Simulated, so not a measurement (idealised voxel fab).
Module name: voxel spacer lines (process module)
Pictured: cross-section cut, 255 nm wide, on a grid of 5 nm square cells.
If you're reading a cross-section in this doc, picture square cells in a grid; it comes to you as bands, top ones listed first down to the bottom, and a band can be one or more rows of cells. It is stipulated that each band's entry specify, in nanometres, the height of the top of the band and then that of its bottom, followed by the materials of the band in left-to-right sequence, each together with its width in nanometres. A single material marked by the word "everywhere" is understood to fill the band from edge to edge; the word "empty" is understood to denote empty space. Counting heights begins at 0, where everything beneath is, in the wafer as received, one material. The lowest band has no bottom; it goes on downwards, as "0..down" shows. Width: "30->40" (first number = top row, second number = bottom row, same change from row to row of cells). What does "same as before" mean for a step? It means no cell of the cross-section changed in that step. For the entry "Listed closed voids", the listed items are empty spaces with no open way to the top whose size is 8 cells or more; each item follows the pattern width x height at distance, where distance is from the left edge and all three are in nm. Past the settings on a step's line: simulator remark, on that step. overlay nm, on a step with a mask: how far to the right of its planned place the mask lay; to the left if negative.
Steps in the process plan
1 RECEIVE, material Si
2 CONFORMAL_DEP, material Al2O3, thk nm 10
3 DIRECTIONAL_DEP, material W, thk nm 15
4 DIRECTIONAL_DEP, material aC, thk nm 30
5 PATTERN, tone cover, mask id MANDREL, material resist, width nm 25, pitch nm 80, thk nm 40, overlay nm 0
6 DIRECTIONAL_ETCH, etch materials aC, depth nm 30
7 STRIP, etch materials resist
8 CONFORMAL_DEP, material SiN, thk nm 15
9 DIRECTIONAL_ETCH, etch materials SiN, depth nm 15
10 STRIP, etch materials aC
11 DIRECTIONAL_ETCH, etch materials W, depth nm 15
12 STRIP, etch materials SiN
As-received state of the wafer in cross-section, equivalent to post-step 1
> 0..down  Si everywhere
> Listed closed voids: none
Cross-sectional view of the first of the two wafers upon completion of the module, processed in accordance with the plan
> 25..10  empty 20 nm / W 15 nm / empty 25 nm / W 15 nm / empty 25 nm / W 15 nm / empty 25 nm / W 15 nm / empty 25 nm / W 15 nm / empty 25 nm / W 15 nm / empty 20 nm
> 10..0  Al2O3 everywhere
> 0..down  Si everywhere
> Listed closed voids: none
This cross-section belongs to the second wafer of two at the end of the module; the start and the plan were shared with the first, and the run included one mistake
> 25..10  empty 15 nm / W 15 nm / empty 25 nm / W 15 nm / empty 25 nm / W 15 nm / empty 25 nm / W 15 nm / empty 25 nm / W 15 nm / empty 25 nm / W 15 nm / empty 25 nm
> 10..0  Al2O3 everywhere
> 0..down  Si everywhere
> Listed closed voids: none
Misprocessing identified: step 5 went in with a setting other than planned; the actual run was PATTERN, tone cover, mask id MANDREL, material resist, width nm 25, pitch nm 80, thk nm 40, overlay nm -5
At the end, each material covers as many cells on the second wafer as it does on the first, though the cells it covers are elsewhere.
